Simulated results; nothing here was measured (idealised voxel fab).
process module | voxel wiring stack
cross-section cut | 270 nm wide | cells 5 nm
A cross-section is a grid of square cells, given in bands from the top down. A band is one or more rows of cells.
Each band's line starts with the height of the band's top and of its bottom, in nm. Then come its materials from left to right, each with its width in nm. One material with "throughout" fills the band from edge to edge. "air" is empty space.
Height 0 is the level under which the wafer as received is all one material. The lowest band goes on downwards, as in "0 down".
A width such as "30 to 40" changes by the same amount from each row of cells to the next, from the band's top row to its bottom row.
"no change" after a step means that no cell of the cross-section changed.
closed voids: empty space of 8 cells or more with no open way to the top, each as width x height at its distance from the left edge, in nm
after a step's settings: what the simulator itself notes on the step
overlay nm, on a step with a mask: how far to the right of its planned place the mask lay; to the left if negative
plan
1 op RECEIVE | material Si
2 op CONFORMAL_DEP | material SiO2 | thk nm 15
3 op CONFORMAL_DEP | material SiN | thk nm 5
4 op DIRECTIONAL_DEP | material SiO2 | thk nm 15
5 op PATTERN | tone open | mask id METAL_1 | material resist | width nm 30 | pitch nm 50 | thk nm 20 | overlay nm 0
6 op DIRECTIONAL_ETCH | etch materials SiO2 | depth nm 15
7 op DIRECTIONAL_ETCH | etch materials SiN | depth nm 5
8 op STRIP | etch materials resist
9 op CONFORMAL_DEP | material TiN | thk nm 5
10 op FILL_DEP | material Cu | thk nm 10
11 op CMP | height nm 35
12 op CONFORMAL_DEP | material SiCN | thk nm 5
13 op DIRECTIONAL_DEP | material lowk | thk nm 25
14 op MASKED_ETCH | tone open | mask id METAL_2_HOLES | width nm 15 | etch materials lowk | depth nm 25 | overlay nm 0
15 op DIRECTIONAL_DEP | material aC | thk nm 10
16 op PATTERN | tone open | mask id METAL_2 | material resist | width nm 30 | pitch nm 50 | thk nm 25 | overlay nm 0
17 op DIRECTIONAL_ETCH | etch materials aC | depth nm 10
18 op STRIP | etch materials resist
19 op DIRECTIONAL_ETCH | etch materials lowk | depth nm 15
20 op DIRECTIONAL_ETCH | etch materials SiCN | depth nm 5
21 op STRIP | etch materials aC
22 op CONFORMAL_DEP | material TiN | thk nm 5
23 op FILL_DEP | material Ru | thk nm 5
24 op CMP | height nm 65
25 op CONFORMAL_DEP | material SiCN | thk nm 5
26 op DIRECTIONAL_DEP | material SiO2 | thk nm 10
27 op MASKED_ETCH | tone open | mask id PLUG_2 | width nm 15 | etch materials SiO2 | depth nm 10 | overlay nm 0
28 op MASKED_ETCH | tone open | mask id PLUG_2 | width nm 15 | etch materials SiCN | depth nm 5 | overlay nm 0
29 op CONFORMAL_DEP | material TiN | thk nm 5
30 op FILL_DEP | material Ru | thk nm 5
31 op CMP | height nm 80
32 op CONFORMAL_DEP | material SiN | thk nm 5
33 op DIRECTIONAL_DEP | material SiO2 | thk nm 20
34 op MASKED_ETCH | tone open | mask id METAL_3 | width nm 30 | pitch nm 50 | etch materials SiO2 | depth nm 20 | overlay nm 0
35 op MASKED_ETCH | tone open | mask id METAL_3 | width nm 30 | pitch nm 50 | etch materials SiN | depth nm 5 | overlay nm 0
36 op CONFORMAL_DEP | material TiN | thk nm 5
37 op FILL_DEP | material Ru | thk nm 5
38 op CMP | height nm 105
39 op CONFORMAL_DEP | material SiN | thk nm 5
as received, after step 1
  0 down: Si throughout
  closed voids: none
a wafer at the end: this start, this plan, one mistake
  110 to 105: SiN throughout
  105 to 100: SiN 95 | TiN 30 | SiN 20 | TiN 30 | SiN 95
  100 to 80: SiO2 throughout
  80 to 70: SiO2 95 | TiN 5 | Ru 5 | TiN 5 | SiO2 160
  70 to 65: SiCN 95 | TiN 15 | SiCN 160
  65 to 55: lowk 95 | TiN 5 | Ru 20 | TiN 5 | lowk 20 | TiN 5 | Ru 20 | TiN 5 | lowk 95
  55 to 50: lowk 95 | TiN 5 | Ru 5 | TiN 20 | lowk 20 | TiN 30 | lowk 95
  50 to 40: lowk 95 | TiN 5 | Ru 5 | TiN 5 | lowk 160
  40 to 35: SiCN 95 | TiN 15 | SiCN 160
  35 to 20: SiO2 95 | TiN 5 | Cu 20 | TiN 5 | SiO2 20 | TiN 5 | Cu 20 | TiN 5 | SiO2 95
  20 to 15: SiN 95 | TiN 30 | SiN 20 | TiN 30 | SiN 95
  15 to 0: SiO2 throughout
  0 down: Si throughout
  closed voids: none
what went wrong: steps 32 and 33 were swapped
